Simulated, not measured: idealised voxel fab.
Documented hereafter: the process module known as voxel local oxidation.
Section shown: cut. Width: 145 nm. Cell size: 5 nm, square.
Just so we're on the same page, the cross-sections are grids of square cells, and they're listed out in bands top to bottom, each band one or more rows deep.
Heads up on the band format: heights come first, top then bottom, in nm. After that it's the materials left to right, each with its width in nm. A single material flagged "full width" fills the whole band edge to edge, and "empty" means there's empty space there.
Ref level 0: as-received wafer is one material below here. Bottom band extends down with no lower bound ("top 0, no bottom").
So if you see something like "30..40" for the width, read it as the top row of the band sitting at the first number and the bottom row at the second, with every row in between moving by the same amount as the last.
The designation "nothing changed", where it is given for a processing step, indicates that no cell of the cross-section was altered in the course of that step.
Reported under the label "Cavities, closed" are the empty spaces having no open way to the top and comprising 8 cells or more; the notation for each is width x height at distance, in which the distance is measured from the left edge and all three values are in nm.
It should be noted that, on the line of a given step, the content following the step's settings is a remark produced by the simulator itself with respect to that step.
On any step carrying a mask, the "overlay nm" setting, if present on the step's line, tells how far right of its planned place the mask lay; negative values point to the left.

-- Intended process steps
1: RECEIVE with material Si
2: CONFORMAL_DEP with material SiO2, thk nm 5
3: CONFORMAL_DEP with material SiN, thk nm 10
4: PATTERN with tone cover, mask id ACTIVE, material resist, width nm 100, thk nm 20, overlay nm 0
5: DIRECTIONAL_ETCH with etch materials SiN, depth nm 10
6: STRIP with etch materials resist
7: SELECTIVE_ETCH with etch materials SiO2, depth nm 5
8: OXIDIZE with depth nm 15
9: STRIP with etch materials SiN

-- Here's what the wafer looked like in cross-section when it arrived - that's after step 1
    top 0, no bottom | Si full width
    Cavities, closed: none

-- Figure: cross-sectional view of the wafer upon completion of the module, processed from the initial state and according to the plan depicted above, with one error introduced during execution
    top 5, bottom 0 | SiO2: 15 | empty: 110 | SiO2: 20
    top 0, bottom -15 | SiO2: 140 | Si: 5
    top -15, no bottom | Si full width
    Cavities, closed: none
What broke from the plan during processing? contrary to plan, step 4 was performed as PATTERN with tone open, mask id ACTIVE, material resist, width nm 100, thk nm 20, overlay nm 0
